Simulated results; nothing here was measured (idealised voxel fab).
The document below concerns the process module designated voxel wiring stack.
cross-section cut | 180 nm wide | cells 5 nm
Cross-sections here: square-cell grids, written as top-down lists of bands, a band being one or more rows of cells.
What a band's entry tells you: where the top is and where the bottom is, as heights in nm, and after that what lies inside, material by material from left to right, each with its width in nm. Empty space is written as the word "air", and a single material marked with the word "throughout" occupies the band from edge to edge.
Where do heights start? At 0: under that level the wafer as delivered is made of one material only. And the lowest band has no floor; it just carries on downward, as in "0 nm and below".
Think of "30..40" as a width that walks from the first number to the second as you go down the band, top row to bottom row, taking equal-sized steps from row to row.
Any step labelled "remained the same" changed none of the cells in the cross-section.
"Closed void inventory" contains a list of empty spaces, each no smaller than 8 cells and without an open way to the top, written in the form width x height at distance with the distance from the left edge and all three in nm.
Read whatever lies past the settings on a step's line as the simulator's own remark about the step.
overlay nm: step with mask; distance mask lay right of planned place; negative value = left of planned place.
-- These are the steps we planned for the process
1. RECEIVE with material Si
2. CONFORMAL_DEP with material SiO2, thk nm 15
3. DIRECTIONAL_DEP with material TiN, thk nm 5
4. DIRECTIONAL_DEP with material W, thk nm 20
5. DIRECTIONAL_DEP with material aC, thk nm 15
6. PATTERN with tone cover, mask id METAL_1, material resist, width nm 30, pitch nm 50, thk nm 30, overlay nm 0
7. DIRECTIONAL_ETCH with etch materials aC, depth nm 15
8. STRIP with etch materials resist
9. DIRECTIONAL_ETCH with etch materials W, depth nm 20
10. DIRECTIONAL_ETCH with etch materials TiN, depth nm 5
11. STRIP with etch materials aC
12. CONFORMAL_DEP with material SiCN, thk nm 5
13. FILL_DEP with material lowk, thk nm 10
14. CMP with height nm 40
15. CONFORMAL_DEP with material SiCN, thk nm 5
16. DIRECTIONAL_DEP with material lowk, thk nm 30
17. DIRECTIONAL_DEP with material aC, thk nm 15
18. PATTERN with tone open, mask id METAL_2_HOLES, material resist, width nm 15, pitch nm 50, thk nm 35, overlay nm 0
19. DIRECTIONAL_ETCH with etch materials aC, depth nm 15
20. STRIP with etch materials resist
21. DIRECTIONAL_ETCH with etch materials lowk, depth nm 30
22. STRIP with etch materials aC
23. MASKED_ETCH with tone open, mask id METAL_2, width nm 30, pitch nm 50, etch materials lowk, depth nm 15, overlay nm 0
24. MASKED_ETCH with tone open, mask id METAL_2, width nm 30, pitch nm 50, etch materials SiCN, depth nm 5, overlay nm 0
25. CONFORMAL_DEP with material TiN, thk nm 5
26. FILL_DEP with material Cu, thk nm 5
27. CMP with height nm 75
28. CONFORMAL_DEP with material SiCN, thk nm 5
29. DIRECTIONAL_DEP with material SiO2, thk nm 20
30. DIRECTIONAL_DEP with material aC, thk nm 15
31. PATTERN with tone open, mask id PLUG_2, material resist, width nm 15, pitch nm 100, thk nm 30, overlay nm 0
32. DIRECTIONAL_ETCH with etch materials aC, depth nm 15
33. STRIP with etch materials resist
34. DIRECTIONAL_ETCH with etch materials SiO2, depth nm 20
35. DIRECTIONAL_ETCH with etch materials SiCN, depth nm 5
36. STRIP with etch materials aC
37. CONFORMAL_DEP with material TiN, thk nm 5
38. FILL_DEP with material W, thk nm 10
39. CMP with height nm 100
40. CONFORMAL_DEP with material SiN, thk nm 5
41. DIRECTIONAL_DEP with material SiO2, thk nm 25
42. DIRECTIONAL_DEP with material aC, thk nm 10
43. PATTERN with tone open, mask id METAL_3, material resist, width nm 30, pitch nm 50, thk nm 25, overlay nm 0
44. DIRECTIONAL_ETCH with etch materials aC, depth nm 10
45. STRIP with etch materials resist
46. DIRECTIONAL_ETCH with etch materials SiO2, depth nm 25
47. DIRECTIONAL_ETCH with etch materials SiN, depth nm 5
48. STRIP with etch materials aC
49. CONFORMAL_DEP with material TiN, thk nm 5
50. FILL_DEP with material Cu, thk nm 5
51. CMP with height nm 130
52. EPI with material Ru, thk nm 5
53. FILL_DEP with material SiCN, thk nm 5
54. DIRECTIONAL_DEP with material SiO2, thk nm 15
55. MASKED_ETCH with tone open, mask id PLUG_3, width nm 15, pitch nm 50, etch materials SiO2, depth nm 15, overlay nm 0
56. MASKED_ETCH with tone open, mask id PLUG_3, width nm 15, pitch nm 50, etch materials SiCN, depth nm 5, overlay nm 0
57. CONFORMAL_DEP with material TiN, thk nm 5
58. FILL_DEP with material Cu, thk nm 10
59. CMP with height nm 155
60. CONFORMAL_DEP with material SiN, thk nm 5
61. DIRECTIONAL_DEP with material lowk, thk nm 20
62. PATTERN with tone open, mask id METAL_4, material resist, width nm 30, pitch nm 50, thk nm 15, overlay nm 0
63. DIRECTIONAL_ETCH with etch materials lowk, depth nm 20
64. DIRECTIONAL_ETCH with etch materials SiN, depth nm 5
65. STRIP with etch materials resist
66. CONFORMAL_DEP with material TiN, thk nm 5
67. FILL_DEP with material W, thk nm 10
68. CMP with height nm 180
69. CONFORMAL_DEP with material SiCN, thk nm 5
-- Wafer as received: cross-section following step 1
* 0 nm and below: Si throughout
* Closed void inventory: none
-- Cross-sectional result after module completion. Note: starting condition and plan are unchanged from above; one processing mistake was made
* 185 nm to 180 nm: SiCN throughout
* 180 nm to 160 nm: lowk 25, TiN 5, W 20, TiN 5, lowk 20, TiN 5, W 20, TiN 5, lowk 20, TiN 5, W 20, TiN 5, lowk 25
* 160 nm to 155 nm: SiN 25, TiN 30, SiN 20, TiN 30, SiN 20, TiN 30, SiN 25
* 155 nm to 150 nm: Cu throughout
* 150 nm to 145 nm: TiN 30, Cu 5, TiN 45, Cu 5, TiN 45, Cu 5, TiN 45
* 145 nm to 140 nm: SiO2 25, TiN 5, Cu 5, TiN 5, SiO2 35, TiN 5, Cu 5, TiN 5, SiO2 35, TiN 5, Cu 5, TiN 5, SiO2 40
* 140 nm to 135 nm: SiCN 25, TiN 15, SiCN 35, TiN 15, SiCN 35, TiN 15, SiCN 40
* 135 nm to 130 nm: SiCN 20, Ru 40, SiCN 10, Ru 40, SiCN 10, Ru 40, SiCN 20
* 130 nm to 105 nm: SiO2 25, TiN 5, Cu 20, TiN 5, SiO2 20, TiN 5, Cu 20, TiN 5, SiO2 20, TiN 5, Cu 20, TiN 5, SiO2 25
* 105 nm to 100 nm: SiN 25, TiN 30, SiN 20, TiN 30, SiN 20, TiN 30, SiN 25
* 100 nm to 80 nm: SiO2 25, TiN 5, W 5, TiN 5, SiO2 85, TiN 5, W 5, TiN 5, SiO2 40
* 80 nm to 75 nm: SiCN 25, TiN 15, SiCN 85, TiN 15, SiCN 40
* 75 nm to 65 nm: lowk 25, TiN 5, Cu 20, TiN 5, lowk 20, TiN 5, Cu 20, TiN 5, lowk 20, TiN 5, Cu 20, TiN 5, lowk 25
* 65 nm to 60 nm: lowk 25, TiN 5, Cu 5, TiN 20, lowk 20, TiN 5, Cu 5, TiN 20, lowk 20, TiN 5, Cu 5, TiN 20, lowk 25
* 60 nm to 45 nm: lowk 25, TiN 5, Cu 5, TiN 5, lowk 35, TiN 5, Cu 5, TiN 5, lowk 35, TiN 5, Cu 5, TiN 5, lowk 40
* 45 nm to 40 nm: SiCN 25, TiN 15, SiCN 35, TiN 15, SiCN 35, TiN 15, SiCN 40
* 40 nm to 20 nm: lowk 20, SiCN 5, W 30, SiCN 5, lowk 10, SiCN 5, W 30, SiCN 5, lowk 10, SiCN 5, W 30, SiCN 5, lowk 20
* 20 nm to 15 nm: SiCN 25, TiN 30, SiCN 20, TiN 30, SiCN 20, TiN 30, SiCN 25
* 15 nm to 0 nm: SiO2 throughout
* 0 nm and below: Si throughout
* Closed void inventory: none
Where did the run depart from the plan? step 54 was not run as planned; what actually ran was DIRECTIONAL_DEP with material SiO2, thk nm 5
